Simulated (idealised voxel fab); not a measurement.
The name of this process module is voxel released beams.
Displayed cross-section: cut, width of 240 nm, square cells sized 5 nm.
This document writes a cross-section as a grid whose cells are square, and gives it as bands, listed from the top down; one or more rows of cells form a band.
Basically the band line says how high the top is and how high the bottom is, in nm, and then what's in it from left to right, every material with its width in nm. Empty space shows up as "empty", and if a single material carries "everywhere" it runs the full band edge to edge.
A quick word on heights: they are counted from 0, and under that level the wafer as it came to us is one material throughout. The lowest band is different from the rest in having no bottom; it simply continues downward, written as in "0 -> down".
Think of "30->40" as a width that walks from the first number to the second as you go down the band, top row to bottom row, taking equal-sized steps from row to row.
You'll sometimes find "remained unchanged" written for a step, and that's the way of saying that nowhere in the cross-section did a cell change during that step.
Heads up: "Sealed-off cavities" only lists the empty pockets with no open path to the top that are 8 cells or more, and it writes them as width x height at distance, distance from the left edge, in nm.
That trailing text on a step's line, after the settings, is the simulator's own remark on the step.
overlay nm: mask right of planned place by this much (step with mask). Neg. = left.

### These are the steps we planned for the process
- 1: RECEIVE with material Si
- 2: CONFORMAL_DEP with material Al2O3, thk nm 5
- 3: DIRECTIONAL_DEP with material SiO2, thk nm 20
- 4: DIRECTIONAL_DEP with material aC, thk nm 15
- 5: PATTERN with tone open, mask id ANCHOR, material resist, width nm 45, thk nm 35, overlay nm 0
- 6: DIRECTIONAL_ETCH with etch materials aC, depth nm 15
- 7: STRIP with etch materials resist
- 8: DIRECTIONAL_ETCH with etch materials SiO2, depth nm 20
- 9: STRIP with etch materials aC
- 10: CONFORMAL_DEP with material polySi, thk nm 15
- 11: MASKED_ETCH with tone cover, mask id BEAM, width nm 100, etch materials polySi, depth nm 15, overlay nm 0
- 12: STRIP with etch materials SiO2

### first wafer, as planned

### Incoming wafer, cross-sectional view, post step 1
* 0 -> down | Si everywhere
* Sealed-off cavities: none

### The wafer in cross-section once step 2 is complete
* 5 -> 0 | Al2O3 everywhere
* Unchanged below 0.

### The wafer in cross-section once step 3 is complete
* 25 -> 5 | SiO2 everywhere
* Unchanged below 5.

### The wafer in cross-section once step 4 is complete
* 40 -> 25 | aC everywhere
* Unchanged below 25.

### The wafer in cross-section once step 5 is complete
* 75 -> 40 | resist 70, empty 45, resist 125
* Unchanged below 40.

### The wafer in cross-section once step 6 is complete
* 60 -> 40 | resist 70, empty 45, resist 125
* 40 -> 25 | aC 70, empty 45, aC 125
* Unchanged below 25.

### The wafer in cross-section once step 7 is complete
* 40 -> 25 | aC 70, empty 45, aC 125
* Unchanged below 25.

### The wafer in cross-section once step 8 is complete
* 40 -> 25 | aC 70, empty 45, aC 125
* 25 -> 5 | SiO2 70, empty 45, SiO2 125
* Unchanged below 5.

### The wafer in cross-section once step 9 is complete
* 25 -> 5 | SiO2 70, empty 45, SiO2 125
* Unchanged below 5.

### The wafer in cross-section once step 10 is complete
* 40 -> 25 | polySi 85, empty 15, polySi 140
* 25 -> 20 | SiO2 70, polySi 15, empty 15, polySi 15, SiO2 125
* 20 -> 5 | SiO2 70, polySi 45, SiO2 125
* Unchanged below 5.

### The wafer in cross-section once step 11 is complete
* 40 -> 25 | empty 65, polySi 20, empty 15, polySi 65, empty 75
* Unchanged below 25.

### The wafer in cross-section once step 12 is complete
* 40 -> 25 | empty 65, polySi 20, empty 15, polySi 65, empty 75
* 25 -> 20 | empty 70, polySi 15, empty 15, polySi 15, empty 125
* 20 -> 5 | empty 70, polySi 45, empty 125
* Unchanged below 5.

### Wafer two. Same start, same plan, one slip in execution. Same as wafer one through step 4, inclusive

### The second wafer in cross-section, at the planned close of step 5
* 75 -> 40 | empty 70, resist 45, empty 125
* Unchanged below 40.

### The second wafer in cross-section, at the planned close of step 6
* 60 -> 40 | empty 70, resist 45, empty 125
* 40 -> 25 | empty 70, aC 45, empty 125
* Unchanged below 25.

### The second wafer in cross-section, at the planned close of step 7
* 40 -> 25 | empty 70, aC 45, empty 125
* Unchanged below 25.

### The second wafer in cross-section, at the planned close of step 8
* 40 -> 25 | empty 70, aC 45, empty 125
* 25 -> 5 | empty 70, SiO2 45, empty 125
* Unchanged below 5.

### The second wafer in cross-section, at the planned close of step 9
* 25 -> 5 | empty 70, SiO2 45, empty 125
* Unchanged below 5.

### The second wafer in cross-section, at the planned close of step 10
* 40 -> 25 | empty 55, polySi 75, empty 110
* 25 -> 20 | empty 55, polySi 15, SiO2 45, polySi 15, empty 110
* 20 -> 5 | polySi 70, SiO2 45, polySi 125
* Unchanged below 5.

### The second wafer in cross-section, at the planned close of step 11
* 40 -> 25 | empty 65, polySi 65, empty 110
* 25 -> 20 | empty 55, polySi 15, SiO2 45, polySi 15, empty 110
* 20 -> 5 | empty 55, polySi 15, SiO2 45, polySi 50, empty 75
* Unchanged below 5.

The second wafer in cross-section, at the planned close of step 12: remained unchanged
Misprocessing identified: contrary to plan, step 5 was performed as PATTERN with tone cover, mask id ANCHOR, material resist, width nm 45, thk nm 35, overlay nm 0
It is noted that, at the conclusion of processing, the second wafer exhibits a higher or lower cell count for certain materials relative to the first: +36 SiO2
